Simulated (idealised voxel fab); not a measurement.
Process module name: voxel self aligned vias
Cross-sectional view cut (width: 255 nm; square cell size: 5 nm).
Cross-sections here: square-cell grids, written as top-down lists of bands, a band being one or more rows of cells. Quick guide to a band line: top height, bottom height (nm) up front; then every material left to right with its width in nm. Only one material and it's marked "full width"? Then it fills the band edge to edge. And "empty" just means empty space. Height 0 is the level under which the wafer as received is all one material. The lowest band goes on downwards, as in "0..down". The width entry "30..40" should be interpreted row by row: the top row of cells in the band takes the first number, the bottom row takes the second number, and the change between adjacent rows is uniform throughout. Key: "same as before" - step with no changed cell in the cross-section. Any empty space of 8 cells or more lacking an open way to the top shows up in "Sealed internal cavities" as width x height at distance, distance from the left edge, in nm. Formally, on a step line, whatever follows the settings is a remark that the simulator itself makes on the step. "overlay nm" answers the question of how far to the right of plan the mask lay on a step that has a mask, and when it is negative the answer is to the left.
The following list gives the planned process steps
1 RECEIVE with material Si
2 CONFORMAL_DEP with material SiO2, thk nm 15
3 CONFORMAL_DEP with material SiCN, thk nm 5
4 DIRECTIONAL_DEP with material SiO2, thk nm 25
5 PATTERN with tone open, mask id LINES, material resist, width nm 25, pitch nm 65, thk nm 20, overlay nm 0
6 DIRECTIONAL_ETCH with etch materials SiO2, depth nm 25
7 STRIP with etch materials resist
8 CONFORMAL_DEP with material TiN, thk nm 5
9 FILL_DEP with material W, thk nm 10
10 CMP with height nm 45
11 SELECTIVE_ETCH with etch materials W Ru TiN, depth nm 5
12 FILL_DEP with material SiN, thk nm 10
13 CMP with height nm 45
14 DIRECTIONAL_DEP with material SiO2, thk nm 20
15 DIRECTIONAL_DEP with material aC, thk nm 15
16 PATTERN with tone open, mask id VIAS, material resist, width nm 45, pitch nm 65, thk nm 30, overlay nm 0
17 DIRECTIONAL_ETCH with etch materials aC, depth nm 15
18 STRIP with etch materials resist
19 DIRECTIONAL_ETCH with etch materials SiO2, depth nm 20
20 DIRECTIONAL_ETCH with etch materials SiN, depth nm 5
21 STRIP with etch materials aC
22 CONFORMAL_DEP with material TiN, thk nm 5
23 FILL_DEP with material W, thk nm 5
24 CMP with height nm 65
25 CONFORMAL_DEP with material SiN, thk nm 5
So, the first of our two wafers, run just as we planned it
Wafer cross-section on receipt, i.e. after step 1
- 0..down = Si full width
- Sealed internal cavities: none
The following cross-section depicts the wafer upon completion of step 2
- 15..0 = SiO2 full width
- No changes below 0.
The following cross-section depicts the wafer upon completion of step 3
- 20..15 = SiCN full width
- No changes below 15.
The following cross-section depicts the wafer upon completion of step 4
- 45..20 = SiO2 full width
- No changes below 20.
The following cross-section depicts the wafer upon completion of step 5
- 65..45 = 50 nm resist | 25 nm empty | 40 nm resist | 25 nm empty | 40 nm resist | 25 nm empty | 50 nm resist
- No changes below 45.
The following cross-section depicts the wafer upon completion of step 6
- 65..45 = 50 nm resist | 25 nm empty | 40 nm resist | 25 nm empty | 40 nm resist | 25 nm empty | 50 nm resist
- 45..20 = 50 nm SiO2 | 25 nm empty | 40 nm SiO2 | 25 nm empty | 40 nm SiO2 | 25 nm empty | 50 nm SiO2
- No changes below 20.
The following cross-section depicts the wafer upon completion of step 7
- 45..20 = 50 nm SiO2 | 25 nm empty | 40 nm SiO2 | 25 nm empty | 40 nm SiO2 | 25 nm empty | 50 nm SiO2
- No changes below 20.
The following cross-section depicts the wafer upon completion of step 8
- 50..45 = 55 nm TiN | 15 nm empty | 50 nm TiN | 15 nm empty | 50 nm TiN | 15 nm empty | 55 nm TiN
- 45..25 = 50 nm SiO2 | 5 nm TiN | 15 nm empty | 5 nm TiN | 40 nm SiO2 | 5 nm TiN | 15 nm empty | 5 nm TiN | 40 nm SiO2 | 5 nm TiN | 15 nm empty | 5 nm TiN | 50 nm SiO2
- 25..20 = 50 nm SiO2 | 25 nm TiN | 40 nm SiO2 | 25 nm TiN | 40 nm SiO2 | 25 nm TiN | 50 nm SiO2
- No changes below 20.
The following cross-section depicts the wafer upon completion of step 9
- 60..50 = W full width
- 50..45 = 55 nm TiN | 15 nm W | 50 nm TiN | 15 nm W | 50 nm TiN | 15 nm W | 55 nm TiN
- 45..25 = 50 nm SiO2 | 5 nm TiN | 15 nm W | 5 nm TiN | 40 nm SiO2 | 5 nm TiN | 15 nm W | 5 nm TiN | 40 nm SiO2 | 5 nm TiN | 15 nm W | 5 nm TiN | 50 nm SiO2
- No changes below 25.
The following cross-section depicts the wafer upon completion of step 10
- 45..25 = 50 nm SiO2 | 5 nm TiN | 15 nm W | 5 nm TiN | 40 nm SiO2 | 5 nm TiN | 15 nm W | 5 nm TiN | 40 nm SiO2 | 5 nm TiN | 15 nm W | 5 nm TiN | 50 nm SiO2
- No changes below 25.
The following cross-section depicts the wafer upon completion of step 11
- 45..40 = 50 nm SiO2 | 25 nm empty | 40 nm SiO2 | 25 nm empty | 40 nm SiO2 | 25 nm empty | 50 nm SiO2
- No changes below 40.
The following cross-section depicts the wafer upon completion of step 12
- 55..45 = SiN full width
- 45..40 = 50 nm SiO2 | 25 nm SiN | 40 nm SiO2 | 25 nm SiN | 40 nm SiO2 | 25 nm SiN | 50 nm SiO2
- No changes below 40.
The following cross-section depicts the wafer upon completion of step 13
- 45..40 = 50 nm SiO2 | 25 nm SiN | 40 nm SiO2 | 25 nm SiN | 40 nm SiO2 | 25 nm SiN | 50 nm SiO2
- No changes below 40.
The following cross-section depicts the wafer upon completion of step 14
- 65..45 = SiO2 full width
- No changes below 45.
The following cross-section depicts the wafer upon completion of step 15
- 80..65 = aC full width
- No changes below 65.
The following cross-section depicts the wafer upon completion of step 16
- 110..80 = 40 nm resist | 45 nm empty | 20 nm resist | 45 nm empty | 20 nm resist | 45 nm empty | 40 nm resist
- No changes below 80.
The following cross-section depicts the wafer upon completion of step 17
- 95..80 = 40 nm resist | 45 nm empty | 20 nm resist | 45 nm empty | 20 nm resist | 45 nm empty | 40 nm resist
- 80..65 = 40 nm aC | 45 nm empty | 20 nm aC | 45 nm empty | 20 nm aC | 45 nm empty | 40 nm aC
- No changes below 65.
The following cross-section depicts the wafer upon completion of step 18
- 80..65 = 40 nm aC | 45 nm empty | 20 nm aC | 45 nm empty | 20 nm aC | 45 nm empty | 40 nm aC
- No changes below 65.
The following cross-section depicts the wafer upon completion of step 19
- 80..65 = 40 nm aC | 45 nm empty | 20 nm aC | 45 nm empty | 20 nm aC | 45 nm empty | 40 nm aC
- 65..45 = 40 nm SiO2 | 45 nm empty | 20 nm SiO2 | 45 nm empty | 20 nm SiO2 | 45 nm empty | 40 nm SiO2
- No changes below 45.
The following cross-section depicts the wafer upon completion of step 20
- 80..65 = 40 nm aC | 45 nm empty | 20 nm aC | 45 nm empty | 20 nm aC | 45 nm empty | 40 nm aC
- 65..45 = 40 nm SiO2 | 45 nm empty | 20 nm SiO2 | 45 nm empty | 20 nm SiO2 | 45 nm empty | 40 nm SiO2
- 45..40 = 50 nm SiO2 | 25 nm empty | 40 nm SiO2 | 25 nm empty | 40 nm SiO2 | 25 nm empty | 50 nm SiO2
- No changes below 40.
The following cross-section depicts the wafer upon completion of step 21
- 65..45 = 40 nm SiO2 | 45 nm empty | 20 nm SiO2 | 45 nm empty | 20 nm SiO2 | 45 nm empty | 40 nm SiO2
- No changes below 45.
The following cross-section depicts the wafer upon completion of step 22
- 70..65 = 45 nm TiN | 35 nm empty | 30 nm TiN | 35 nm empty | 30 nm TiN | 35 nm empty | 45 nm TiN
- 65..50 = 40 nm SiO2 | 5 nm TiN | 35 nm empty | 5 nm TiN | 20 nm SiO2 | 5 nm TiN | 35 nm empty | 5 nm TiN | 20 nm SiO2 | 5 nm TiN | 35 nm empty | 5 nm TiN | 40 nm SiO2
- 50..45 = 40 nm SiO2 | 15 nm TiN | 15 nm empty | 15 nm TiN | 20 nm SiO2 | 15 nm TiN | 15 nm empty | 15 nm TiN | 20 nm SiO2 | 15 nm TiN | 15 nm empty | 15 nm TiN | 40 nm SiO2
- 45..40 = 50 nm SiO2 | 25 nm TiN | 40 nm SiO2 | 25 nm TiN | 40 nm SiO2 | 25 nm TiN | 50 nm SiO2
- No changes below 40.
The following cross-section depicts the wafer upon completion of step 23
- 75..70 = W full width
- 70..65 = 45 nm TiN | 35 nm W | 30 nm TiN | 35 nm W | 30 nm TiN | 35 nm W | 45 nm TiN
- 65..50 = 40 nm SiO2 | 5 nm TiN | 35 nm W | 5 nm TiN | 20 nm SiO2 | 5 nm TiN | 35 nm W | 5 nm TiN | 20 nm SiO2 | 5 nm TiN | 35 nm W | 5 nm TiN | 40 nm SiO2
- 50..45 = 40 nm SiO2 | 15 nm TiN | 15 nm W | 15 nm TiN | 20 nm SiO2 | 15 nm TiN | 15 nm W | 15 nm TiN | 20 nm SiO2 | 15 nm TiN | 15 nm W | 15 nm TiN | 40 nm SiO2
- No changes below 45.
The following cross-section depicts the wafer upon completion of step 24
- 65..50 = 40 nm SiO2 | 5 nm TiN | 35 nm W | 5 nm TiN | 20 nm SiO2 | 5 nm TiN | 35 nm W | 5 nm TiN | 20 nm SiO2 | 5 nm TiN | 35 nm W | 5 nm TiN | 40 nm SiO2
- No changes below 50.
The following cross-section depicts the wafer upon completion of step 25
- 70..65 = SiN full width
- No changes below 65.
Second Wafer (Identical Start and Plan, One Processing Error; Matches First Wafer Through Step 1)
At the planned end of step 2, the second wafer in cross-section
- 20..0 = SiO2 full width
- No changes below 0.
At the planned end of step 3, the second wafer in cross-section
- 25..20 = SiCN full width
- No changes below 20.
At the planned end of step 4, the second wafer in cross-section
- 50..25 = SiO2 full width
- No changes below 25.
At the planned end of step 5, the second wafer in cross-section
- 70..50 = 50 nm resist | 25 nm empty | 40 nm resist | 25 nm empty | 40 nm resist | 25 nm empty | 50 nm resist
- No changes below 50.
At the planned end of step 6, the second wafer in cross-section
- 70..50 = 50 nm resist | 25 nm empty | 40 nm resist | 25 nm empty | 40 nm resist | 25 nm empty | 50 nm resist
- 50..25 = 50 nm SiO2 | 25 nm empty | 40 nm SiO2 | 25 nm empty | 40 nm SiO2 | 25 nm empty | 50 nm SiO2
- No changes below 25.
At the planned end of step 7, the second wafer in cross-section
- 50..25 = 50 nm SiO2 | 25 nm empty | 40 nm SiO2 | 25 nm empty | 40 nm SiO2 | 25 nm empty | 50 nm SiO2
- No changes below 25.
At the planned end of step 8, the second wafer in cross-section
- 55..50 = 55 nm TiN | 15 nm empty | 50 nm TiN | 15 nm empty | 50 nm TiN | 15 nm empty | 55 nm TiN
- 50..30 = 50 nm SiO2 | 5 nm TiN | 15 nm empty | 5 nm TiN | 40 nm SiO2 | 5 nm TiN | 15 nm empty | 5 nm TiN | 40 nm SiO2 | 5 nm TiN | 15 nm empty | 5 nm TiN | 50 nm SiO2
- 30..25 = 50 nm SiO2 | 25 nm TiN | 40 nm SiO2 | 25 nm TiN | 40 nm SiO2 | 25 nm TiN | 50 nm SiO2
- No changes below 25.
At the planned end of step 9, the second wafer in cross-section
- 65..55 = W full width
- 55..50 = 55 nm TiN | 15 nm W | 50 nm TiN | 15 nm W | 50 nm TiN | 15 nm W | 55 nm TiN
- 50..30 = 50 nm SiO2 | 5 nm TiN | 15 nm W | 5 nm TiN | 40 nm SiO2 | 5 nm TiN | 15 nm W | 5 nm TiN | 40 nm SiO2 | 5 nm TiN | 15 nm W | 5 nm TiN | 50 nm SiO2
- No changes below 30.
At the planned end of step 10, the second wafer in cross-section
- 45..30 = 50 nm SiO2 | 5 nm TiN | 15 nm W | 5 nm TiN | 40 nm SiO2 | 5 nm TiN | 15 nm W | 5 nm TiN | 40 nm SiO2 | 5 nm TiN | 15 nm W | 5 nm TiN | 50 nm SiO2
- No changes below 30.
At the planned end of step 11, the second wafer in cross-section
- 45..40 = 50 nm SiO2 | 25 nm empty | 40 nm SiO2 | 25 nm empty | 40 nm SiO2 | 25 nm empty | 50 nm SiO2
- No changes below 40.
At the planned end of step 12, the second wafer in cross-section
- 55..45 = SiN full width
- 45..40 = 50 nm SiO2 | 25 nm SiN | 40 nm SiO2 | 25 nm SiN | 40 nm SiO2 | 25 nm SiN | 50 nm SiO2
- No changes below 40.
At the planned end of step 13, the second wafer in cross-section
- 45..40 = 50 nm SiO2 | 25 nm SiN | 40 nm SiO2 | 25 nm SiN | 40 nm SiO2 | 25 nm SiN | 50 nm SiO2
- No changes below 40.
At the planned end of step 14, the second wafer in cross-section
- 65..45 = SiO2 full width
- No changes below 45.
At the planned end of step 15, the second wafer in cross-section
- 80..65 = aC full width
- No changes below 65.
At the planned end of step 16, the second wafer in cross-section
- 110..80 = 40 nm resist | 45 nm empty | 20 nm resist | 45 nm empty | 20 nm resist | 45 nm empty | 40 nm resist
- No changes below 80.
At the planned end of step 17, the second wafer in cross-section
- 95..80 = 40 nm resist | 45 nm empty | 20 nm resist | 45 nm empty | 20 nm resist | 45 nm empty | 40 nm resist
- 80..65 = 40 nm aC | 45 nm empty | 20 nm aC | 45 nm empty | 20 nm aC | 45 nm empty | 40 nm aC
- No changes below 65.
At the planned end of step 18, the second wafer in cross-section
- 80..65 = 40 nm aC | 45 nm empty | 20 nm aC | 45 nm empty | 20 nm aC | 45 nm empty | 40 nm aC
- No changes below 65.
At the planned end of step 19, the second wafer in cross-section
- 80..65 = 40 nm aC | 45 nm empty | 20 nm aC | 45 nm empty | 20 nm aC | 45 nm empty | 40 nm aC
- 65..45 = 40 nm SiO2 | 45 nm empty | 20 nm SiO2 | 45 nm empty | 20 nm SiO2 | 45 nm empty | 40 nm SiO2
- No changes below 45.
At the planned end of step 20, the second wafer in cross-section
- 80..65 = 40 nm aC | 45 nm empty | 20 nm aC | 45 nm empty | 20 nm aC | 45 nm empty | 40 nm aC
- 65..45 = 40 nm SiO2 | 45 nm empty | 20 nm SiO2 | 45 nm empty | 20 nm SiO2 | 45 nm empty | 40 nm SiO2
- 45..40 = 50 nm SiO2 | 25 nm empty | 40 nm SiO2 | 25 nm empty | 40 nm SiO2 | 25 nm empty | 50 nm SiO2
- No changes below 40.
At the planned end of step 21, the second wafer in cross-section
- 65..45 = 40 nm SiO2 | 45 nm empty | 20 nm SiO2 | 45 nm empty | 20 nm SiO2 | 45 nm empty | 40 nm SiO2
- No changes below 45.
At the planned end of step 22, the second wafer in cross-section
- 70..65 = 45 nm TiN | 35 nm empty | 30 nm TiN | 35 nm empty | 30 nm TiN | 35 nm empty | 45 nm TiN
- 65..50 = 40 nm SiO2 | 5 nm TiN | 35 nm empty | 5 nm TiN | 20 nm SiO2 | 5 nm TiN | 35 nm empty | 5 nm TiN | 20 nm SiO2 | 5 nm TiN | 35 nm empty | 5 nm TiN | 40 nm SiO2
- 50..45 = 40 nm SiO2 | 15 nm TiN | 15 nm empty | 15 nm TiN | 20 nm SiO2 | 15 nm TiN | 15 nm empty | 15 nm TiN | 20 nm SiO2 | 15 nm TiN | 15 nm empty | 15 nm TiN | 40 nm SiO2
- 45..40 = 50 nm SiO2 | 25 nm TiN | 40 nm SiO2 | 25 nm TiN | 40 nm SiO2 | 25 nm TiN | 50 nm SiO2
- No changes below 40.
At the planned end of step 23, the second wafer in cross-section
- 75..70 = W full width
- 70..65 = 45 nm TiN | 35 nm W | 30 nm TiN | 35 nm W | 30 nm TiN | 35 nm W | 45 nm TiN
- 65..50 = 40 nm SiO2 | 5 nm TiN | 35 nm W | 5 nm TiN | 20 nm SiO2 | 5 nm TiN | 35 nm W | 5 nm TiN | 20 nm SiO2 | 5 nm TiN | 35 nm W | 5 nm TiN | 40 nm SiO2
- 50..45 = 40 nm SiO2 | 15 nm TiN | 15 nm W | 15 nm TiN | 20 nm SiO2 | 15 nm TiN | 15 nm W | 15 nm TiN | 20 nm SiO2 | 15 nm TiN | 15 nm W | 15 nm TiN | 40 nm SiO2
- No changes below 45.
At the planned end of step 24, the second wafer in cross-section
- 65..50 = 40 nm SiO2 | 5 nm TiN | 35 nm W | 5 nm TiN | 20 nm SiO2 | 5 nm TiN | 35 nm W | 5 nm TiN | 20 nm SiO2 | 5 nm TiN | 35 nm W | 5 nm TiN | 40 nm SiO2
- No changes below 50.
At the planned end of step 25, the second wafer in cross-section
- 70..65 = SiN full width
- No changes below 65.
Run error: step 2: run off-plan, actual operation and settings CONFORMAL_DEP with material SiO2, thk nm 20
Bottom line after processing is that, in cells, the second wafer is up or down on some materials versus the first: SiO2: 15 more; TiN: 6 fewer; W: 9 fewer
